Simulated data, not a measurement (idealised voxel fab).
process module | voxel self aligned vias
cross-section cut | 145 nm wide | cells 5 nm
A cross-section is a grid of square cells, given in bands from the top down. A band is one or more rows of cells.
Each band's line starts with the height of the band's top and of its bottom, in nm. Then come its materials from left to right, each with its width in nm. One material with "throughout" fills the band from edge to edge. "air" is empty space.
Height 0 is the level under which the wafer as received is all one material. The lowest band goes on downwards, as in "0 down".
A width such as "30 to 40" changes by the same amount from each row of cells to the next, from the band's top row to its bottom row.
"no change" after a step means that no cell of the cross-section changed.
closed voids: empty space of 8 cells or more with no open way to the top, each as width x height at its distance from the left edge, in nm
after a step's settings: what the simulator itself notes on the step
overlay nm, on a step with a mask: how far to the right of its planned place the mask lay; to the left if negative
Each pair below shows a cross-section before one step and the cross-section after it, down to the lowest band that changed. The line under each pair gives the step between them, with its settings. The pairs can come from different runs of this module on the same starting wafer, so a pair continues from the pair above only where its "before" says so.
before
  75 to 55: resist 20 | air 30 | resist 20 | air 30 | resist 45
  55 to 40: SiO2 20 | air 30 | SiO2 20 | air 30 | SiO2 45
  40 to 35: SiO2 35 | SiN 20 | SiO2 30 | SiN 20 | SiO2 40
  35 to 25: SiO2 35 | TiN 5 | Ru 10 | TiN 5 | SiO2 30 | TiN 5 | Ru 10 | TiN 5 | SiO2 40
  25 to 20: SiO2 35 | TiN 20 | SiO2 30 | TiN 20 | SiO2 40
  20 to 15: SiCN throughout
  15 to 0: SiO2 throughout
  0 down: Si throughout
  closed voids: none
after
  75 to 55: resist 20 | air 30 | resist 20 | air 30 | resist 45
  55 to 40: SiO2 20 | air 30 | SiO2 20 | air 30 | SiO2 45
  40 to 35: SiO2 35 | air 15 | SiN 5 | SiO2 30 | air 15 | SiN 5 | SiO2 40
  below 35: unchanged
  closed voids: none
the step between: op DIRECTIONAL_ETCH | etch materials SiN | depth nm 5
before: the cross-section after the pair above
after
  55 to 40: SiO2 20 | air 30 | SiO2 20 | air 30 | SiO2 45
  below 40: unchanged
  closed voids: none
the step between: op STRIP | etch materials resist
before: the cross-section after the pair above
after
  60 to 55: TiN 25 | air 20 | TiN 30 | air 20 | TiN 50
  55 to 45: SiO2 20 | TiN 5 | air 20 | TiN 5 | SiO2 20 | TiN 5 | air 20 | TiN 5 | SiO2 45
  45 to 40: SiO2 20 | TiN 20 | air 5 | TiN 5 | SiO2 20 | TiN 20 | air 5 | TiN 5 | SiO2 45
  40 to 35: SiO2 35 | TiN 15 | SiN 5 | SiO2 30 | TiN 15 | SiN 5 | SiO2 40
  below 35: unchanged
  closed voids: none
the step between: op CONFORMAL_DEP | material TiN | thk nm 5
before: the cross-section after the pair above
after
  70 to 60: W throughout
  60 to 55: TiN 25 | W 20 | TiN 30 | W 20 | TiN 50
  55 to 45: SiO2 20 | TiN 5 | W 20 | TiN 5 | SiO2 20 | TiN 5 | W 20 | TiN 5 | SiO2 45
  45 to 40: SiO2 20 | TiN 20 | W 5 | TiN 5 | SiO2 20 | TiN 20 | W 5 | TiN 5 | SiO2 45
  below 40: unchanged
  closed voids: none
the step between: op FILL_DEP | material W | thk nm 10
before: the cross-section after the pair above
after
  55 to 45: SiO2 20 | TiN 5 | W 20 | TiN 5 | SiO2 20 | TiN 5 | W 20 | TiN 5 | SiO2 45
  below 45: unchanged
  closed voids: none
the step between: op CMP | height nm 55
before: the cross-section after the pair above
after
  60 to 55: SiCN throughout
  below 55: unchanged
  closed voids: none
the step between: op CONFORMAL_DEP | material SiCN | thk nm 5
before
  40 to 35: SiO2 35 | SiN 20 | SiO2 30 | SiN 20 | SiO2 40
  35 to 25: SiO2 35 | TiN 5 | Ru 10 | TiN 5 | SiO2 30 | TiN 5 | Ru 10 | TiN 5 | SiO2 40
  25 to 20: SiO2 35 | TiN 20 | SiO2 30 | TiN 20 | SiO2 40
  20 to 15: SiCN throughout
  15 to 0: SiO2 throughout
  0 down: Si throughout
  closed voids: none
after
  55 to 40: SiN throughout
  below 40: unchanged
  closed voids: none
the step between: op DIRECTIONAL_DEP | material SiN | thk nm 15
before: the cross-section after the pair above
after
  75 to 55: resist 30 | air 30 | resist 20 | air 30 | resist 35
  below 55: unchanged
  closed voids: none
the step between: op PATTERN | tone open | mask id VIAS | material resist | width nm 30 | pitch nm 50 | thk nm 20 | overlay nm 0
before: the cross-section after the pair above
after
  75 to 55: resist 30 | air 30 | resist 20 | air 30 | resist 35
  55 to 50: SiN 30 | air 30 | SiN 20 | air 30 | SiN 35
  below 50: unchanged
  closed voids: none
the step between: op DIRECTIONAL_ETCH | etch materials SiN | depth nm 5
before: the cross-section after the pair above
after
  55 to 50: SiN 30 | air 30 | SiN 20 | air 30 | SiN 35
  below 50: unchanged
  closed voids: none
the step between: op STRIP | etch materials resist
before: the cross-section after the pair above
after
  60 to 55: TiN 35 | air 20 | TiN 30 | air 20 | TiN 40
  55 to 50: SiN 30 | TiN 30 | SiN 20 | TiN 30 | SiN 35
  below 50: unchanged
  closed voids: none
the step between: op CONFORMAL_DEP | material TiN | thk nm 5
before: the cross-section after the pair above
after
  70 to 60: W throughout
  60 to 55: TiN 35 | W 20 | TiN 30 | W 20 | TiN 40
  below 55: unchanged
  closed voids: none
the step between: op FILL_DEP | material W | thk nm 10
before: the cross-section after the pair above
after
  55 to 50: SiN 30 | TiN 30 | SiN 20 | TiN 30 | SiN 35
  below 50: unchanged
  closed voids: none
the step between: op CMP | height nm 55
before: the cross-section after the pair above
after
  60 to 55: SiCN throughout
  below 55: unchanged
  closed voids: none
the step between: op CONFORMAL_DEP | material SiCN | thk nm 5
before
  40 to 20: SiO2 throughout
  20 to 15: SiCN throughout
  15 to 0: SiO2 throughout
  0 down: Si throughout
  closed voids: none
after
  60 to 40: air 35 | resist 20 | air 30 | resist 20 | air 40
  below 40: unchanged
  closed voids: none
the step between: op PATTERN | tone cover | mask id LINES | material resist | width nm 20 | pitch nm 50 | thk nm 20 | overlay nm 0
before: the cross-section after the pair above
after
  60 to 40: air 35 | resist 20 | air 30 | resist 20 | air 40
  40 to 20: air 35 | SiO2 20 | air 30 | SiO2 20 | air 40
  below 20: unchanged
  closed voids: none
the step between: op DIRECTIONAL_ETCH | etch materials SiO2 | depth nm 20
before: the cross-section after the pair above
after
  40 to 20: air 35 | SiO2 20 | air 30 | SiO2 20 | air 40
  below 20: unchanged
  closed voids: none
the step between: op STRIP | etch materials resist
before: the cross-section after the pair above
after
  45 to 40: air 30 | TiN 30 | air 20 | TiN 30 | air 35
  40 to 25: air 30 | TiN 5 | SiO2 20 | TiN 5 | air 20 | TiN 5 | SiO2 20 | TiN 5 | air 35
  25 to 20: TiN 35 | SiO2 20 | TiN 30 | SiO2 20 | TiN 40
  below 20: unchanged
  closed voids: none
the step between: op CONFORMAL_DEP | material TiN | thk nm 5
before: the cross-section after the pair above
after
  55 to 45: Ru throughout
  45 to 40: Ru 30 | TiN 30 | Ru 20 | TiN 30 | Ru 35
  40 to 25: Ru 30 | TiN 5 | SiO2 20 | TiN 5 | Ru 20 | TiN 5 | SiO2 20 | TiN 5 | Ru 35
  below 25: unchanged
  closed voids: none
the step between: op FILL_DEP | material Ru | thk nm 10
before: the cross-section after the pair above
after
  40 to 25: Ru 30 | TiN 5 | SiO2 20 | TiN 5 | Ru 20 | TiN 5 | SiO2 20 | TiN 5 | Ru 35
  below 25: unchanged
  closed voids: none
the step between: op CMP | height nm 40
before: the cross-section after the pair above
after
  40 to 35: air 35 | SiO2 20 | air 30 | SiO2 20 | air 40
  below 35: unchanged
  closed voids: none
the step between: op SELECTIVE_ETCH | etch materials W Ru TiN | depth nm 5
before: the cross-section after the pair above
after
  45 to 40: SiN throughout
  40 to 35: SiN 35 | SiO2 20 | SiN 30 | SiO2 20 | SiN 40
  below 35: unchanged
  closed voids: none
the step between: op FILL_DEP | material SiN | thk nm 5
before: the cross-section after the pair above
after
  40 to 35: SiN 35 | SiO2 20 | SiN 30 | SiO2 20 | SiN 40
  below 35: unchanged
  closed voids: none
the step between: op CMP | height nm 40
before: the cross-section after the pair above
after
  55 to 40: SiO2 throughout
  below 40: unchanged
  closed voids: none
the step between: op DIRECTIONAL_DEP | material SiO2 | thk nm 15
before: the cross-section after the pair above
after
  75 to 55: resist 30 | air 30 | resist 20 | air 30 | resist 35
  below 55: unchanged
  closed voids: none
the step between: op PATTERN | tone open | mask id VIAS | material resist | width nm 30 | pitch nm 50 | thk nm 20 | overlay nm 0
before: the cross-section after the pair above
after
  75 to 55: resist 30 | air 30 | resist 20 | air 30 | resist 35
  55 to 40: SiO2 30 | air 30 | SiO2 20 | air 30 | SiO2 35
  below 40: unchanged
  closed voids: none
the step between: op DIRECTIONAL_ETCH | etch materials SiO2 | depth nm 15
before: the cross-section after the pair above
after
  75 to 55: resist 30 | air 30 | resist 20 | air 30 | resist 35
  55 to 40: SiO2 30 | air 30 | SiO2 20 | air 30 | SiO2 35
  40 to 35: SiN 30 | air 5 | SiO2 20 | air 5 | SiN 20 | air 5 | SiO2 20 | air 5 | SiN 35
  below 35: unchanged
  closed voids: none
the step between: op DIRECTIONAL_ETCH | etch materials SiN | depth nm 5
before: the cross-section after the pair above
after
  55 to 40: SiO2 30 | air 30 | SiO2 20 | air 30 | SiO2 35
  below 40: unchanged
  closed voids: none
the step between: op STRIP | etch materials resist
before: the cross-section after the pair above
after
  60 to 55: TiN 35 | air 20 | TiN 30 | air 20 | TiN 40
  55 to 45: SiO2 30 | TiN 5 | air 20 | TiN 5 | SiO2 20 | TiN 5 | air 20 | TiN 5 | SiO2 35
  45 to 40: SiO2 30 | TiN 30 | SiO2 20 | TiN 30 | SiO2 35
  40 to 35: SiN 30 | TiN 5 | SiO2 20 | TiN 5 | SiN 20 | TiN 5 | SiO2 20 | TiN 5 | SiN 35
  below 35: unchanged
  closed voids: none
the step between: op CONFORMAL_DEP | material TiN | thk nm 5
before: the cross-section after the pair above
after
  70 to 60: W throughout
  60 to 55: TiN 35 | W 20 | TiN 30 | W 20 | TiN 40
  55 to 45: SiO2 30 | TiN 5 | W 20 | TiN 5 | SiO2 20 | TiN 5 | W 20 | TiN 5 | SiO2 35
  below 45: unchanged
  closed voids: none
the step between: op FILL_DEP | material W | thk nm 10
before: the cross-section after the pair above
after
  55 to 45: SiO2 30 | TiN 5 | W 20 | TiN 5 | SiO2 20 | TiN 5 | W 20 | TiN 5 | SiO2 35
  below 45: unchanged
  closed voids: none
the step between: op CMP | height nm 55
before: the cross-section after the pair above
after
  60 to 55: SiCN throughout
  below 55: unchanged
  closed voids: none
the step between: op CONFORMAL_DEP | material SiCN | thk nm 5
